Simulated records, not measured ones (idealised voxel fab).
Process module name: voxel capacitor over wiring
Cross-section cut spans 245 nm and uses square cells 5 nm in size.
In this document a cross-section is written as a grid of square cells. It is given as a series of bands, listed from the top down, and a band is one or more rows of cells. Band: top and bottom heights (nm) first, top before bottom; then materials from left to right, widths in nm. "all across" marks a sole material filling the band edge to edge. "air" denotes empty space. Convention: height 0 is the level below which the wafer, as received, is all one material. The lowest band does not terminate at the bottom but continues downward, represented as "z 0 and below". Think of "30 to 40" as a width that walks from the first number to the second as you go down the band, top row to bottom row, taking equal-sized steps from row to row. When a step is marked "no change", none of the cells in the cross-section changed during that step. You'll see "Closed void inventory" listing empty spaces that have no way open to the top, as long as they're 8 cells or more; the notation is width x height at distance, where the distance is from the left edge, and all of it is in nm. On each step's line, the part that comes after the settings is the simulator's own comment on the step. overlay nm: where the mask lay relative to plan, measured to the right, on steps with a mask; negatives go left. Note: before/after cross-section pairs follow, one process step per pair, after-side truncated at the lowest changed band, step and settings given beneath. Different runs of this module on the same starting wafer may supply the pairs; a pair continues the one above only where the "Pre-process" entry says so.

Pre-process
- z 70 to 65  Cu all across
- z 65 to 60  TiN=85; Cu=5; TiN=155
- z 60 to 55  SiCN=80; TiN=15; SiCN=150
- z 55 to 45  lowk all across
- z 45 to 20  lowk=65; SiCN=5; W=25; SiCN=5; lowk=45; SiCN=5; W=25; SiCN=5; lowk=65
- z 20 to 15  SiCN=70; TiN=25; SiCN=55; TiN=25; SiCN=70
- z 15 to 0  SiO2 all across
- z 0 and below  Si all across
- Closed void inventory: none

Resulting Structure
- z 60 to 55  SiCN=80; TiN=15; SiCN=150
- below 55: unchanged
- Closed void inventory: none
The cross-sections above show the structure before and after this step: CMP,height nm 60

Pre-process: starting point is the after cross-section of the pair just above.

Resulting Structure
- z 65 to 60  TiN all across
- below 60: unchanged
- Closed void inventory: none
The cross-sections above show the structure before and after this step: DIRECTIONAL_DEP,material TiN,thk nm 5

Pre-process: starting point is the after cross-section of the pair just above.

Resulting Structure
- z 70 to 65  SiN all across
- below 65: unchanged
- Closed void inventory: none
The cross-sections above show the structure before and after this step: DIRECTIONAL_DEP,material SiN,thk nm 5

Pre-process: starting point is the after cross-section of the pair just above.

Resulting Structure
- z 75 to 70  TiN all across
- below 70: unchanged
- Closed void inventory: none
The cross-sections above show the structure before and after this step: DIRECTIONAL_DEP,material TiN,thk nm 5

Pre-process: starting point is the after cross-section of the pair just above.

Resulting Structure
- z 85 to 75  aC all across
- below 75: unchanged
- Closed void inventory: none
The cross-sections above show the structure before and after this step: DIRECTIONAL_DEP,material aC,thk nm 10

Pre-process: starting point is the after cross-section of the pair just above.

Resulting Structure
- z 115 to 85  air=80; resist=60; air=105
- below 85: unchanged
- Closed void inventory: none
The cross-sections above show the structure before and after this step: PATTERN,tone cover,mask id UPPER_PLATE,material resist,width nm 60,thk nm 30,overlay nm 0

Pre-process: starting point is the after cross-section of the pair just above.

Resulting Structure
- z 105 to 85  air=80; resist=60; air=105
- z 85 to 75  air=80; aC=60; air=105
- below 75: unchanged
- Closed void inventory: none
The cross-sections above show the structure before and after this step: DIRECTIONAL_ETCH,etch materials aC,depth nm 10

Pre-process: starting point is the after cross-section of the pair just above.

Resulting Structure
- z 85 to 75  air=80; aC=60; air=105
- below 75: unchanged
- Closed void inventory: none
The cross-sections above show the structure before and after this step: STRIP,etch materials resist

Pre-process: starting point is the after cross-section of the pair just above.

Resulting Structure
- z 85 to 75  air=80; aC=60; air=105
- z 75 to 70  air=80; TiN=60; air=105
- below 70: unchanged
- Closed void inventory: none
The cross-sections above show the structure before and after this step: DIRECTIONAL_ETCH,etch materials TiN,depth nm 5

Pre-process: starting point is the after cross-section of the pair just above.

Resulting Structure
- z 85 to 75  air=80; aC=60; air=105
- z 75 to 70  air=80; TiN=60; air=105
- z 70 to 65  air=80; SiN=60; air=105
- below 65: unchanged
- Closed void inventory: none
The cross-sections above show the structure before and after this step: DIRECTIONAL_ETCH,etch materials SiN,depth nm 5

Pre-process: starting point is the after cross-section of the pair just above.

Resulting Structure
- z 75 to 70  air=80; TiN=60; air=105
- below 70: unchanged
- Closed void inventory: none
The cross-sections above show the structure before and after this step: STRIP,etch materials aC

Pre-process: starting point is the after cross-section of the pair just above.

Resulting Structure
- z 95 to 75  air=75; resist=70; air=100
- z 75 to 70  air=75; resist=5; TiN=60; resist=5; air=100
- z 70 to 65  air=75; resist=5; SiN=60; resist=5; air=100
- below 65: unchanged
- Closed void inventory: none
The cross-sections above show the structure before and after this step: PATTERN,tone cover,mask id LOWER_PLATE,material resist,width nm 70,thk nm 20,overlay nm 0

Pre-process: starting point is the after cross-section of the pair just above.

Resulting Structure
- z 95 to 75  air=75; resist=70; air=100
- z 75 to 70  air=75; resist=5; TiN=60; resist=5; air=100
- z 70 to 65  air=75; resist=5; SiN=60; resist=5; air=100
- z 65 to 60  air=75; TiN=70; air=100
- below 60: unchanged
- Closed void inventory: none
The cross-sections above show the structure before and after this step: DIRECTIONAL_ETCH,etch materials TiN,depth nm 5

Pre-process: starting point is the after cross-section of the pair just above.

Resulting Structure
- z 75 to 70  air=80; TiN=60; air=105
- z 70 to 65  air=80; SiN=60; air=105
- below 65: unchanged
- Closed void inventory: none
The cross-sections above show the structure before and after this step: STRIP,etch materials resist

Pre-process: starting point is the after cross-section of the pair just above.

Resulting Structure
- z 95 to 75  SiO2 all across
- z 75 to 70  SiO2=80; TiN=60; SiO2=105
- z 70 to 65  SiO2=80; SiN=60; SiO2=105
- z 65 to 60  SiO2=75; TiN=70; SiO2=100
- below 60: unchanged
- Closed void inventory: none
The cross-sections above show the structure before and after this step: FILL_DEP,material SiO2,thk nm 20

Pre-process: starting point is the after cross-section of the pair just above.

Resulting Structure
- z 90 to 75  SiO2 all across
- below 75: unchanged
- Closed void inventory: none
The cross-sections above show the structure before and after this step: CMP,height nm 90

Pre-process: starting point is the after cross-section of the pair just above.

Resulting Structure
- z 90 to 75  SiO2=90; air=15; SiO2=140
- below 75: unchanged
- Closed void inventory: none
The cross-sections above show the structure before and after this step: MASKED_ETCH,tone open,mask id PLUG_2,width nm 15,etch materials SiO2,depth nm 15,overlay nm 0

Pre-process: starting point is the after cross-section of the pair just above.

Resulting Structure
- z 95 to 90  TiN=95; air=5; TiN=145
- z 90 to 80  SiO2=90; TiN=5; air=5; TiN=5; SiO2=140
- z 80 to 70  SiO2=90 to 80; TiN=15 to 60; SiO2=140 to 105
- below 70: unchanged
- Closed void inventory: none
The cross-sections above show the structure before and after this step: CONFORMAL_DEP,material TiN,thk nm 5

Pre-process: starting point is the after cross-section of the pair just above.

Resulting Structure
- z 105 to 95  Cu all across
- z 95 to 90  TiN=95; Cu=5; TiN=145
- z 90 to 80  SiO2=90; TiN=5; Cu=5; TiN=5; SiO2=140
- below 80: unchanged
- Closed void inventory: none
The cross-sections above show the structure before and after this step: FILL_DEP,material Cu,thk nm 10

Pre-process: starting point is the after cross-section of the pair just above.

Resulting Structure
- z 90 to 80  SiO2=90; TiN=5; Cu=5; TiN=5; SiO2=140
- below 80: unchanged
- Closed void inventory: none
The cross-sections above show the structure before and after this step: CMP,height nm 90

Pre-process: starting point is the after cross-section of the pair just above.

Resulting Structure
- z 95 to 90  SiN all across
- below 90: unchanged
- Closed void inventory: none
The cross-sections above show the structure before and after this step: CONFORMAL_DEP,material SiN,thk nm 5

Pre-process
- z 95 to 75  SiO2 all across
- z 75 to 70  SiO2=80; TiN=60; SiO2=105
- z 70 to 65  SiO2=80; SiN=60; SiO2=105
- z 65 to 60  SiO2=75; TiN=70; SiO2=100
- z 60 to 50  lowk=80; TiN=5; Cu=5; TiN=5; lowk=150
- z 50 to 45  SiCN=80; TiN=15; SiCN=150
- z 45 to 20  lowk=65; SiCN=5; W=25; SiCN=5; lowk=45; SiCN=5; W=25; SiCN=5; lowk=65
- z 20 to 15  SiCN=70; TiN=25; SiCN=55; TiN=25; SiCN=70
- z 15 to 0  SiO2 all across
- z 0 and below  Si all across
- Closed void inventory: none

Resulting Structure
- z 85 to 75  SiO2 all across
- below 75: unchanged
- Closed void inventory: none
The cross-sections above show the structure before and after this step: CMP,height nm 85

Pre-process: starting point is the after cross-section of the pair just above.

Resulting Structure
- z 85 to 75  SiO2=90; air=15; SiO2=140
- below 75: unchanged
- Closed void inventory: none
The cross-sections above show the structure before and after this step: MASKED_ETCH,tone open,mask id PLUG_2,width nm 15,etch materials SiO2,depth nm 15,overlay nm 0

Pre-process: starting point is the after cross-section of the pair just above.

Resulting Structure
- z 90 to 85  TiN=95; air=5; TiN=145
- z 85 to 80  SiO2=90; TiN=5; air=5; TiN=5; SiO2=140
- z 80 to 70  SiO2=90 to 80; TiN=15 to 60; SiO2=140 to 105
- below 70: unchanged
- Closed void inventory: none
The cross-sections above show the structure before and after this step: CONFORMAL_DEP,material TiN,thk nm 5

Pre-process: starting point is the after cross-section of the pair just above.

Resulting Structure
- z 100 to 90  Cu all across
- z 90 to 85  TiN=95; Cu=5; TiN=145
- z 85 to 80  SiO2=90; TiN=5; Cu=5; TiN=5; SiO2=140
- below 80: unchanged
- Closed void inventory: none
The cross-sections above show the structure before and after this step: FILL_DEP,material Cu,thk nm 10

Pre-process: starting point is the after cross-section of the pair just above.

Resulting Structure
- z 90 to 85  TiN=95; Cu=5; TiN=145
- below 85: unchanged
- Closed void inventory: none
The cross-sections above show the structure before and after this step: CMP,height nm 90

Pre-process: starting point is the after cross-section of the pair just above.

Resulting Structure
- z 95 to 90  SiN all across
- below 90: unchanged
- Closed void inventory: none
The cross-sections above show the structure before and after this step: CONFORMAL_DEP,material SiN,thk nm 5

Pre-process
- z 90 to 75  SiO2 all across
- z 75 to 70  SiO2=80; TiN=60; SiO2=105
- z 70 to 65  SiO2=80; SiN=60; SiO2=105
- z 65 to 60  SiO2=75; TiN=70; SiO2=100
- z 60 to 50  lowk=80; TiN=5; Cu=5; TiN=5; lowk=150
- z 50 to 45  SiCN=80; TiN=15; SiCN=150
- z 45 to 20  lowk=65; SiCN=5; W=25; SiCN=5; lowk=45; SiCN=5; W=25; SiCN=5; lowk=65
- z 20 to 15  SiCN=70; TiN=25; SiCN=55; TiN=25; SiCN=70
- z 15 to 0  SiO2 all across
- z 0 and below  Si all across
- Closed void inventory: none

Resulting Structure
- z 90 to 75  SiO2=90; air=20; SiO2=135
- below 75: unchanged
- Closed void inventory: none
The cross-sections above show the structure before and after this step: MASKED_ETCH,tone open,mask id PLUG_2,width nm 20,etch materials SiO2,depth nm 15,overlay nm 0

Pre-process: starting point is the after cross-section of the pair just above.

Resulting Structure
- z 95 to 90  TiN=95; air=10; TiN=140
- z 90 to 80  SiO2=90; TiN=5; air=10; TiN=5; SiO2=135
- z 80 to 70  SiO2=90 to 80; TiN=20 to 60; SiO2=135 to 105
- below 70: unchanged
- Closed void inventory: none
The cross-sections above show the structure before and after this step: CONFORMAL_DEP,material TiN,thk nm 5

Pre-process: starting point is the after cross-section of the pair just above.

Resulting Structure
- z 105 to 95  Cu all across
- z 95 to 90  TiN=95; Cu=10; TiN=140
- z 90 to 80  SiO2=90; TiN=5; Cu=10; TiN=5; SiO2=135
- below 80: unchanged
- Closed void inventory: none
The cross-sections above show the structure before and after this step: FILL_DEP,material Cu,thk nm 10

Pre-process: starting point is the after cross-section of the pair just above.

Resulting Structure
- z 90 to 80  SiO2=90; TiN=5; Cu=10; TiN=5; SiO2=135
- below 80: unchanged
- Closed void inventory: none
The cross-sections above show the structure before and after this step: CMP,height nm 90

Pre-process: starting point is the after cross-section of the pair just above.

Resulting Structure
- z 95 to 90  SiN all across
- below 90: unchanged
- Closed void inventory: none
The cross-sections above show the structure before and after this step: CONFORMAL_DEP,material SiN,thk nm 5

Pre-process
- z 85 to 75  aC all across
- z 75 to 70  TiN all across
- z 70 to 65  SiN all across
- z 65 to 60  TiN all across
- z 60 to 50  lowk=80; TiN=5; Cu=5; TiN=5; lowk=150
- z 50 to 45  SiCN=80; TiN=15; SiCN=150
- z 45 to 20  lowk=65; SiCN=5; W=25; SiCN=5; lowk=45; SiCN=5; W=25; SiCN=5; lowk=65
- z 20 to 15  SiCN=70; TiN=25; SiCN=55; TiN=25; SiCN=70
- z 15 to 0  SiO2 all across
- z 0 and below  Si all across
- Closed void inventory: none

Resulting Structure
- z 115 to 85  air=85; resist=60; air=100
- below 85: unchanged
- Closed void inventory: none
The cross-sections above show the structure before and after this step: PATTERN,tone cover,mask id UPPER_PLATE,material resist,width nm 60,thk nm 30,overlay nm 5

Pre-process: starting point is the after cross-section of the pair just above.

Resulting Structure
- z 105 to 85  air=85; resist=60; air=100
- z 85 to 75  air=85; aC=60; air=100
- below 75: unchanged
- Closed void inventory: none
The cross-sections above show the structure before and after this step: DIRECTIONAL_ETCH,etch materials aC,depth nm 10

Pre-process: starting point is the after cross-section of the pair just above.

Resulting Structure
- z 85 to 75  air=85; aC=60; air=100
- below 75: unchanged
- Closed void inventory: none
The cross-sections above show the structure before and after this step: STRIP,etch materials resist

Pre-process: starting point is the after cross-section of the pair just above.

Resulting Structure
- z 85 to 75  air=85; aC=60; air=100
- z 75 to 70  air=85; TiN=60; air=100
- below 70: unchanged
- Closed void inventory: none
The cross-sections above show the structure before and after this step: DIRECTIONAL_ETCH,etch materials TiN,depth nm 5

Pre-process: starting point is the after cross-section of the pair just above.

Resulting Structure
- z 85 to 75  air=85; aC=60; air=100
- z 75 to 70  air=85; TiN=60; air=100
- z 70 to 65  air=85; SiN=60; air=100
- below 65: unchanged
- Closed void inventory: none
The cross-sections above show the structure before and after this step: DIRECTIONAL_ETCH,etch materials SiN,depth nm 5

Pre-process: starting point is the after cross-section of the pair just above.

Resulting Structure
- z 75 to 70  air=85; TiN=60; air=100
- below 70: unchanged
- Closed void inventory: none
The cross-sections above show the structure before and after this step: STRIP,etch materials aC

Pre-process: starting point is the after cross-section of the pair just above.

Resulting Structure
- z 95 to 75  air=75; resist=70; air=100
- z 75 to 70  air=75; resist=10; TiN=60; air=100
- z 70 to 65  air=75; resist=10; SiN=60; air=100
- below 65: unchanged
- Closed void inventory: none
The cross-sections above show the structure before and after this step: PATTERN,tone cover,mask id LOWER_PLATE,material resist,width nm 70,thk nm 20,overlay nm 0

Pre-process: starting point is the after cross-section of the pair just above.

Resulting Structure
- z 95 to 75  air=75; resist=70; air=100
- z 75 to 70  air=75; resist=10; TiN=60; air=100
- z 70 to 65  air=75; resist=10; SiN=60; air=100
- z 65 to 60  air=75; TiN=70; air=100
- below 60: unchanged
- Closed void inventory: none
The cross-sections above show the structure before and after this step: DIRECTIONAL_ETCH,etch materials TiN,depth nm 5

Pre-process: starting point is the after cross-section of the pair just above.

Resulting Structure
- z 75 to 70  air=85; TiN=60; air=100
- z 70 to 65  air=85; SiN=60; air=100
- below 65: unchanged
- Closed void inventory: none
The cross-sections above show the structure before and after this step: STRIP,etch materials resist

Pre-process: starting point is the after cross-section of the pair just above.

Resulting Structure
- z 95 to 75  SiO2 all across
- z 75 to 70  SiO2=85; TiN=60; SiO2=100
- z 70 to 65  SiO2=85; SiN=60; SiO2=100
- z 65 to 60  SiO2=75; TiN=70; SiO2=100
- below 60: unchanged
- Closed void inventory: none
The cross-sections above show the structure before and after this step: FILL_DEP,material SiO2,thk nm 20

Pre-process: starting point is the after cross-section of the pair just above.

Resulting Structure
- z 90 to 75  SiO2 all across
- below 75: unchanged
- Closed void inventory: none
The cross-sections above show the structure before and after this step: CMP,height nm 90

Pre-process: starting point is the after cross-section of the pair just above.

Resulting Structure
- z 90 to 75  SiO2=90; air=15; SiO2=140
- below 75: unchanged
- Closed void inventory: none
The cross-sections above show the structure before and after this step: MASKED_ETCH,tone open,mask id PLUG_2,width nm 15,etch materials SiO2,depth nm 15,overlay nm 0

Pre-process: starting point is the after cross-section of the pair just above.

Resulting Structure
- z 95 to 90  TiN=95; air=5; TiN=145
- z 90 to 80  SiO2=90; TiN=5; air=5; TiN=5; SiO2=140
- z 80 to 70  SiO2=90 to 85; TiN=15 to 60; SiO2=140 to 100
- below 70: unchanged
- Closed void inventory: none
The cross-sections above show the structure before and after this step: CONFORMAL_DEP,material TiN,thk nm 5

Pre-process: starting point is the after cross-section of the pair just above.

Resulting Structure
- z 105 to 95  Cu all across
- z 95 to 90  TiN=95; Cu=5; TiN=145
- z 90 to 80  SiO2=90; TiN=5; Cu=5; TiN=5; SiO2=140
- below 80: unchanged
- Closed void inventory: none
The cross-sections above show the structure before and after this step: FILL_DEP,material Cu,thk nm 10

Pre-process: starting point is the after cross-section of the pair just above.

Resulting Structure
- z 90 to 80  SiO2=90; TiN=5; Cu=5; TiN=5; SiO2=140
- below 80: unchanged
- Closed void inventory: none
The cross-sections above show the structure before and after this step: CMP,height nm 90

Pre-process: starting point is the after cross-section of the pair just above.

Resulting Structure
- z 95 to 90  SiN all across
- below 90: unchanged
- Closed void inventory: none
The cross-sections above show the structure before and after this step: CONFORMAL_DEP,material SiN,thk nm 5

Pre-process
- z 70 to 65  SiN all across
- z 65 to 60  TiN all across
- z 60 to 50  lowk=80; TiN=5; Cu=5; TiN=5; lowk=150
- z 50 to 45  SiCN=80; TiN=15; SiCN=150
- z 45 to 20  lowk=65; SiCN=5; W=25; SiCN=5; lowk=45; SiCN=5; W=25; SiCN=5; lowk=65
- z 20 to 15  SiCN=70; TiN=25; SiCN=55; TiN=25; SiCN=70
- z 15 to 0  SiO2 all across
- z 0 and below  Si all across
- Closed void inventory: none

Resulting Structure
- z 75 to 70  W all across
- below 70: unchanged
- Closed void inventory: none
The cross-sections above show the structure before and after this step: DIRECTIONAL_DEP,material W,thk nm 5

Pre-process: starting point is the after cross-section of the pair just above.

Resulting Structure
- z 85 to 75  aC all across
- below 75: unchanged
- Closed void inventory: none
The cross-sections above show the structure before and after this step: DIRECTIONAL_DEP,material aC,thk nm 10

Pre-process: starting point is the after cross-section of the pair just above.

Resulting Structure
- z 115 to 85  air=80; resist=60; air=105
- below 85: unchanged
- Closed void inventory: none
The cross-sections above show the structure before and after this step: PATTERN,tone cover,mask id UPPER_PLATE,material resist,width nm 60,thk nm 30,overlay nm 0

Pre-process: starting point is the after cross-section of the pair just above.

Resulting Structure
- z 105 to 85  air=80; resist=60; air=105
- z 85 to 75  air=80; aC=60; air=105
- below 75: unchanged
- Closed void inventory: none
The cross-sections above show the structure before and after this step: DIRECTIONAL_ETCH,etch materials aC,depth nm 10

Pre-process: starting point is the after cross-section of the pair just above.

Resulting Structure
- z 85 to 75  air=80; aC=60; air=105
- below 75: unchanged
- Closed void inventory: none
The cross-sections above show the structure before and after this step: STRIP,etch materials resist

Pre-process: starting point is the after cross-section of the pair just above.

Resulting Structure
- z 75 to 70  W all across
- below 70: unchanged
- Closed void inventory: none
The cross-sections above show the structure before and after this step: STRIP,etch materials aC

Pre-process: starting point is the after cross-section of the pair just above.

Resulting Structure
- z 95 to 75  air=75; resist=70; air=100
- below 75: unchanged
- Closed void inventory: none
The cross-sections above show the structure before and after this step: PATTERN,tone cover,mask id LOWER_PLATE,material resist,width nm 70,thk nm 20,overlay nm 0

Pre-process: starting point is the after cross-section of the pair just above.

Resulting Structure
- z 75 to 70  W all across
- below 70: unchanged
- Closed void inventory: none
The cross-sections above show the structure before and after this step: STRIP,etch materials resist

Pre-process: starting point is the after cross-section of the pair just above.

Resulting Structure
- z 95 to 75  SiO2 all across
- below 75: unchanged
- Closed void inventory: none
The cross-sections above show the structure before and after this step: FILL_DEP,material SiO2,thk nm 20

Pre-process: starting point is the after cross-section of the pair just above.

Resulting Structure
- z 90 to 75  SiO2 all across
- below 75: unchanged
- Closed void inventory: none
The cross-sections above show the structure before and after this step: CMP,height nm 90

Pre-process: starting point is the after cross-section of the pair just above.

Resulting Structure
- z 90 to 75  SiO2=90; air=15; SiO2=140
- below 75: unchanged
- Closed void inventory: none
The cross-sections above show the structure before and after this step: MASKED_ETCH,tone open,mask id PLUG_2,width nm 15,etch materials SiO2,depth nm 15,overlay nm 0

Pre-process: starting point is the after cross-section of the pair just above.

Resulting Structure
- z 95 to 90  TiN=95; air=5; TiN=145
- z 90 to 80  SiO2=90; TiN=5; air=5; TiN=5; SiO2=140
- z 80 to 75  SiO2=90; TiN=15; SiO2=140
- below 75: unchanged
- Closed void inventory: none
The cross-sections above show the structure before and after this step: CONFORMAL_DEP,material TiN,thk nm 5

Pre-process: starting point is the after cross-section of the pair just above.

Resulting Structure
- z 105 to 95  Cu all across
- z 95 to 90  TiN=95; Cu=5; TiN=145
- z 90 to 80  SiO2=90; TiN=5; Cu=5; TiN=5; SiO2=140
- below 80: unchanged
- Closed void inventory: none
The cross-sections above show the structure before and after this step: FILL_DEP,material Cu,thk nm 10

Pre-process: starting point is the after cross-section of the pair just above.

Resulting Structure
- z 90 to 80  SiO2=90; TiN=5; Cu=5; TiN=5; SiO2=140
- below 80: unchanged
- Closed void inventory: none
The cross-sections above show the structure before and after this step: CMP,height nm 90

Pre-process: starting point is the after cross-section of the pair just above.

Resulting Structure
- z 95 to 90  SiN all across
- below 90: unchanged
- Closed void inventory: none
The cross-sections above show the structure before and after this step: CONFORMAL_DEP,material SiN,thk nm 5

Pre-process
- z 75 to 70  air=80; TiN=60; air=105
- z 70 to 65  air=80; SiN=60; air=105
- z 65 to 60  TiN all across
- z 60 to 50  lowk=80; TiN=5; Cu=5; TiN=5; lowk=150
- z 50 to 45  SiCN=80; TiN=15; SiCN=150
- z 45 to 20  lowk=65; SiCN=5; W=25; SiCN=5; lowk=45; SiCN=5; W=25; SiCN=5; lowk=65
- z 20 to 15  SiCN=70; TiN=25; SiCN=55; TiN=25; SiCN=70
- z 15 to 0  SiO2 all across
- z 0 and below  Si all across
- Closed void inventory: none

Resulting Structure
- z 95 to 75  resist=75; air=70; resist=100
- z 75 to 70  resist=75; air=5; TiN=60; air=5; resist=100
- z 70 to 65  resist=75; air=5; SiN=60; air=5; resist=100
- below 65: unchanged
- Closed void inventory: none
The cross-sections above show the structure before and after this step: PATTERN,tone open,mask id LOWER_PLATE,material resist,width nm 70,thk nm 20,overlay nm 0

Pre-process: starting point is the after cross-section of the pair just above.

Resulting Structure
- z 95 to 70  resist=75; air=70; resist=100
- z 70 to 65  resist=75; air=5; SiN=60; air=5; resist=100
- z 65 to 60  TiN=75; air=5; TiN=60; air=5; TiN=100
- below 60: unchanged
- Closed void inventory: none
The cross-sections above show the structure before and after this step: DIRECTIONAL_ETCH,etch materials TiN,depth nm 5

Pre-process: starting point is the after cross-section of the pair just above.

Resulting Structure
- z 70 to 65  air=80; SiN=60; air=105
- below 65: unchanged
- Closed void inventory: none
The cross-sections above show the structure before and after this step: STRIP,etch materials resist

Pre-process: starting point is the after cross-section of the pair just above.

Resulting Structure
- z 90 to 70  SiO2 all across
- z 70 to 65  SiO2=80; SiN=60; SiO2=105
- z 65 to 60  TiN=75; SiO2=5; TiN=60; SiO2=5; TiN=100
- below 60: unchanged
- Closed void inventory: none
The cross-sections above show the structure before and after this step: FILL_DEP,material SiO2,thk nm 20

Pre-process: starting point is the after cross-section of the pair just above.

Resulting Structure
- z 90 to 75  SiO2=90; air=15; SiO2=140
- below 75: unchanged
- Closed void inventory: none
The cross-sections above show the structure before and after this step: MASKED_ETCH,tone open,mask id PLUG_2,width nm 15,etch materials SiO2,depth nm 15,overlay nm 0

Pre-process: starting point is the after cross-section of the pair just above.

Resulting Structure
- z 95 to 90  TiN=95; air=5; TiN=145
- z 90 to 80  SiO2=90; TiN=5; air=5; TiN=5; SiO2=140
- z 80 to 75  SiO2=90; TiN=15; SiO2=140
- below 75: unchanged
- Closed void inventory: none
The cross-sections above show the structure before and after this step: CONFORMAL_DEP,material TiN,thk nm 5

Pre-process: starting point is the after cross-section of the pair just above.

Resulting Structure
- z 105 to 95  Cu all across
- z 95 to 90  TiN=95; Cu=5; TiN=145
- z 90 to 80  SiO2=90; TiN=5; Cu=5; TiN=5; SiO2=140
- below 80: unchanged
- Closed void inventory: none
The cross-sections above show the structure before and after this step: FILL_DEP,material Cu,thk nm 10

Pre-process: starting point is the after cross-section of the pair just above.

Resulting Structure
- z 90 to 80  SiO2=90; TiN=5; Cu=5; TiN=5; SiO2=140
- below 80: unchanged
- Closed void inventory: none
The cross-sections above show the structure before and after this step: CMP,height nm 90

Pre-process: starting point is the after cross-section of the pair just above.

Resulting Structure
- z 95 to 90  SiN all across
- below 90: unchanged
- Closed void inventory: none
The cross-sections above show the structure before and after this step: CONFORMAL_DEP,material SiN,thk nm 5
